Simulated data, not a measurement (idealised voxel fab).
Process module heading - voxel gate over fins
Cross-section cut spans 195 nm and uses square cells 5 nm in size.
If you're reading a cross-section in this doc, picture square cells in a grid; it comes to you as bands, top ones listed first down to the bottom, and a band can be one or more rows of cells. Quick guide to a band line: top height, bottom height (nm) up front; then every material left to right with its width in nm. Only one material and it's marked "everywhere"? Then it fills the band edge to edge. And "blank" just means empty space. Below 0: as-received wafer, all one material; heights counted from there. Lowest band: no bottom, goes on down, written "z 0 and below". Per-row width for "30..40": begins at first number (top row of band), ends at second number (bottom row), increment between rows held constant. "nothing got changed" means the step left every cell of the cross-section as it was. Basically, "Trapped cavities" tells you about the enclosed voids: empty spaces with no open way to the top, 8 cells or bigger, each written width x height at distance, where distance is from the left edge, all in nm. Text after the settings on a step's line: the simulator's own remark on that step. Each step line may optionally specify "overlay nm", which for a step with a mask gives the rightward distance between the mask's planned place and where it lay, a negative value indicating the leftward direction.
Process steps foreseen in the plan:
1 RECEIVE [material Si]
2 CONFORMAL_DEP [material SiN] [thk nm 10]
3 PATTERN [tone cover] [mask id FINS] [material resist] [width nm 15] [pitch nm 40] [thk nm 15] [overlay nm 0]
4 DIRECTIONAL_ETCH [etch materials SiN] [depth nm 10]
5 DIRECTIONAL_ETCH [etch materials Si] [depth nm 30]
6 STRIP [etch materials resist]
7 OXIDIZE [depth nm 5]
8 FILL_DEP [material SiO2] [thk nm 5]
9 CMP [height nm 10]
10 SELECTIVE_ETCH [etch materials SiO2] [depth nm 25]
11 STRIP [etch materials SiN]
12 CONFORMAL_DEP [material HfO2] [thk nm 5]
13 CONFORMAL_DEP [material TiN] [thk nm 5]
14 CONFORMAL_DEP [material TiAl] [thk nm 5]
15 CONFORMAL_DEP [material TiN] [thk nm 5]
16 FILL_DEP [material W] [thk nm 15]
17 CMP [height nm 30]
18 CONFORMAL_DEP [material SiCN] [thk nm 5]
Incoming wafer, cross-sectional view, post step 1:
- z 0 and below  Si everywhere
- Trapped cavities: none
Looking at the first of two wafers in cross-section at end of module - ran to plan:
- z 35 to 30  SiCN everywhere
- z 30 to 20  W everywhere
- z 20 to 15  55 of W, then 85 of TiN, then 55 of W
- z 15 to 10  55 of W, then 5 of TiN, then 35 of TiAl, then 5 of TiN, then 35 of TiAl, then 5 of TiN, then 55 of W
- z 10 to 5  55 of W, then 5 of TiN, then 5 of TiAl, then 25 of TiN, then 5 of TiAl, then 5 of TiN, then 5 of TiAl, then 25 of TiN, then 5 of TiAl, then 5 of TiN, then 55 of W
- z 5 to 0  60 of TiN, then 5 of TiAl, then 5 of TiN, then 15 of HfO2, then 5 of TiN, then 5 of TiAl, then 5 of TiN, then 5 of TiAl, then 5 of TiN, then 15 of HfO2, then 5 of TiN, then 5 of TiAl, then 60 of TiN
- z 0 to -5  65 of TiAl, then 5 of TiN, then 5 of HfO2, then 5 of Si, then 5 of HfO2, then 5 of TiN, then 15 of TiAl, then 5 of TiN, then 5 of HfO2, then 5 of Si, then 5 of HfO2, then 5 of TiN, then 65 of TiAl
- z -5 to -10  70 of TiN, then 5 of HfO2, then 5 of Si, then 5 of HfO2, then 25 of TiN, then 5 of HfO2, then 5 of Si, then 5 of HfO2, then 70 of TiN
- z -10 to -15  75 of HfO2, then 5 of Si, then 35 of HfO2, then 5 of Si, then 75 of HfO2
- z -15 to -35  75 of SiO2, then 5 of Si, then 35 of SiO2, then 5 of Si, then 75 of SiO2
- z -35 and below  Si everywhere
- Trapped cavities: none
Module end: cross-section of wafer two of two. Same start and process plan as the first wafer. One mistake during execution:
- z 35 to 30  SiCN everywhere
- z 30 to 20  W everywhere
- z 20 to 15  TiN everywhere
- z 15 to 10  TiAl everywhere
- z 10 to 5  75 of TiN, then 5 of TiAl, then 35 of TiN, then 5 of TiAl, then 75 of TiN
- z 5 to 0  70 of HfO2, then 5 of TiN, then 5 of TiAl, then 5 of TiN, then 25 of HfO2, then 5 of TiN, then 5 of TiAl, then 5 of TiN, then 70 of HfO2
- z 0 to -5  65 of Si, then 5 of HfO2, then 5 of TiN, then 5 of TiAl, then 5 of TiN, then 5 of HfO2, then 15 of Si, then 5 of HfO2, then 5 of TiN, then 5 of TiAl, then 5 of TiN, then 5 of HfO2, then 65 of Si
- z -5 to -10  65 of Si, then 5 of HfO2, then 15 of TiN, then 5 of HfO2, then 15 of Si, then 5 of HfO2, then 15 of TiN, then 5 of HfO2, then 65 of Si
- z -10 to -15  65 of Si, then 25 of HfO2, then 15 of Si, then 25 of HfO2, then 65 of Si
- z -15 to -35  65 of Si, then 25 of SiO2, then 15 of Si, then 25 of SiO2, then 65 of Si
- z -35 and below  Si everywhere
- Trapped cavities: none
Short version of what went wrong: for step 3, the planned setting was not used; the step was instead run as PATTERN [tone open] [mask id FINS] [material resist] [width nm 15] [pitch nm 40] [thk nm 15] [overlay nm 0]
Materials where the second wafer ends with more or fewer cells than the first: Si: 189 more, SiO2: 108 fewer, TiAl: 6 fewer, TiN: 9 fewer, W: 66 fewer
